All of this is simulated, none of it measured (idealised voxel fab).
Name of the process module below: voxel transistor to metal
Square cells of 5 nm make up the cross-section cut, whose width is 170 nm.
Bands, listed from the top down, are how a cross-section gets written in this document; the cross-section itself is a grid of square cells, and a band is one or more rows of them.
For a band, the entry starts with two heights in nm, that of the top and then that of the bottom, and carries on with the band's materials in order from left to right, each alongside its width in nm; the word "throughout" beside a single material means it fills the band edge to edge, and "empty" means empty space.
Measure heights from 0. That's the level where, below it, the as-received wafer is all one material. The lowest band is bottomless and extends downward; write it as in "0 nm and below".
Width: "30->40" (first number = top row, second number = bottom row, same change from row to row of cells).
"remains unaltered" -> step changed no cross-section cell.
Listed in "Closed void listing": every empty space of 8 or more cells without an open way to the top. Form: width x height at distance, the distance being from the left edge, all in nm.
after a step's settings: what the simulator itself notes on the step
Regarding "overlay nm": on a step with a mask, it is the distance the mask lay to the right of its planned place; a negative value places it to the left.
So here's the lineup of process steps we planned:
1. RECEIVE | material Si
2. OXIDIZE | depth nm 5
3. CONFORMAL_DEP | material SiN | thk nm 10
4. PATTERN | tone cover | mask id ACTIVE | material resist | width nm 95 | thk nm 20 | overlay nm 0
5. DIRECTIONAL_ETCH | etch materials SiN | depth nm 10
6. DIRECTIONAL_ETCH | etch materials SiO2 | depth nm 5
7. DIRECTIONAL_ETCH | etch materials Si | depth nm 35
8. STRIP | etch materials resist
9. OXIDIZE | depth nm 5
10. FILL_DEP | material SiO2 | thk nm 15
11. CMP | height nm 10
12. SELECTIVE_ETCH | etch materials SiO2 | depth nm 10
13. STRIP | etch materials SiN
14. SELECTIVE_ETCH | etch materials SiO2 | depth nm 5
15. OXIDIZE | depth nm 5
16. DIRECTIONAL_DEP | material polySi | thk nm 25
17. DIRECTIONAL_DEP | material SiCN | thk nm 10
18. MASKED_ETCH | tone cover | mask id GATE | width nm 25 | etch materials SiCN | depth nm 20 | overlay nm 0
19. MASKED_ETCH | tone cover | mask id GATE | width nm 25 | etch materials polySi | depth nm 35 | overlay nm 0
20. CONFORMAL_DEP | material SiO2 | thk nm 5
21. DIRECTIONAL_ETCH | etch materials SiO2 | depth nm 5
22. CONFORMAL_DEP | material SiN | thk nm 10
23. DIRECTIONAL_ETCH | etch materials SiN | depth nm 10
24. DIRECTIONAL_ETCH | etch materials SiO2 | depth nm 5
25. EPI | material pSi | thk nm 5
26. FILL_DEP | material SiO2 | thk nm 10
27. CMP | height nm 20
28. STRIP | etch materials polySi
29. SELECTIVE_ETCH | etch materials SiO2 | depth nm 5
30. CONFORMAL_DEP | material HfO2 | thk nm 5
31. CONFORMAL_DEP | material TiN | thk nm 5
32. FILL_DEP | material W | thk nm 10
33. CMP | height nm 15
34. DIRECTIONAL_DEP | material SiO2 | thk nm 15
35. MASKED_ETCH | tone open | mask id CONTACT | width nm 15 | pitch nm 70 | etch materials SiO2 | depth nm 35 | overlay nm 0
36. CONFORMAL_DEP | material TiN | thk nm 5
37. FILL_DEP | material W | thk nm 10
38. CMP | height nm 30
39. CONFORMAL_DEP | material SiN | thk nm 5
40. DIRECTIONAL_DEP | material lowk | thk nm 20
41. MASKED_ETCH | tone open | mask id METAL_1 | width nm 15 | pitch nm 70 | etch materials lowk | depth nm 20 | overlay nm 0
42. MASKED_ETCH | tone open | mask id METAL_1 | width nm 15 | pitch nm 70 | etch materials SiN | depth nm 5 | overlay nm 0
43. CONFORMAL_DEP | material TiN | thk nm 5
44. FILL_DEP | material W | thk nm 5
45. CMP | height nm 55
46. EPI | material Ru | thk nm 5
47. FILL_DEP | material SiCN | thk nm 5
Cross-section of the wafer at receipt, which is the condition after step 1:
- 0 nm and below = Si throughout
- Closed void listing: none
Module complete, cross-section. Starting point and plan per above. One mistake made in running the module:
- 65 nm to 60 nm = SiCN throughout
- 60 nm to 55 nm = SiCN 35 nm, then Ru 30 nm, then SiCN 40 nm, then Ru 30 nm, then SiCN 35 nm
- 55 nm to 40 nm = lowk 40 nm, then TiN 5 nm, then W 10 nm, then TiN 5 nm, then lowk 50 nm, then TiN 5 nm, then W 10 nm, then TiN 5 nm, then lowk 40 nm
- 40 nm to 35 nm = lowk 40 nm, then TiN 5 nm, then W 5 nm, then TiN 10 nm, then lowk 50 nm, then TiN 5 nm, then W 5 nm, then TiN 10 nm, then lowk 40 nm
- 35 nm to 30 nm = SiN 40 nm, then TiN 15 nm, then SiN 55 nm, then TiN 15 nm, then SiN 45 nm
- 30 nm to 15 nm = SiO2 40 nm, then TiN 5 nm, then W 5 nm, then TiN 5 nm, then SiO2 55 nm, then TiN 5 nm, then W 5 nm, then TiN 5 nm, then SiO2 45 nm
- 15 nm to 0 nm = SiO2 40 nm, then TiN 5 nm, then W 5 nm, then TiN 5 nm, then SiN 10 nm, then HfO2 5 nm, then TiN 5 nm, then W 15 nm, then TiN 5 nm, then HfO2 5 nm, then SiN 10 nm, then TiN 5 nm, then W 5 nm, then TiN 5 nm, then SiO2 45 nm
- 0 nm to -5 nm = SiO2 40 nm, then TiN 15 nm, then SiN 10 nm, then HfO2 5 nm, then TiN 25 nm, then HfO2 5 nm, then SiN 10 nm, then TiN 15 nm, then SiO2 45 nm
- -5 nm to -10 nm = SiO2 35 nm, then pSi 20 nm, then SiO2 10 nm, then HfO2 35 nm, then SiO2 10 nm, then pSi 20 nm, then SiO2 40 nm
- -10 nm to -45 nm = SiO2 40 nm, then Si 85 nm, then SiO2 45 nm
- -45 nm and below = Si throughout
- Closed void listing: none
what went wrong: note that step 41 departed from the planned setting and was carried out as MASKED_ETCH | tone open | mask id METAL_1 | width nm 20 | pitch nm 70 | etch materials lowk | depth nm 20 | overlay nm 0
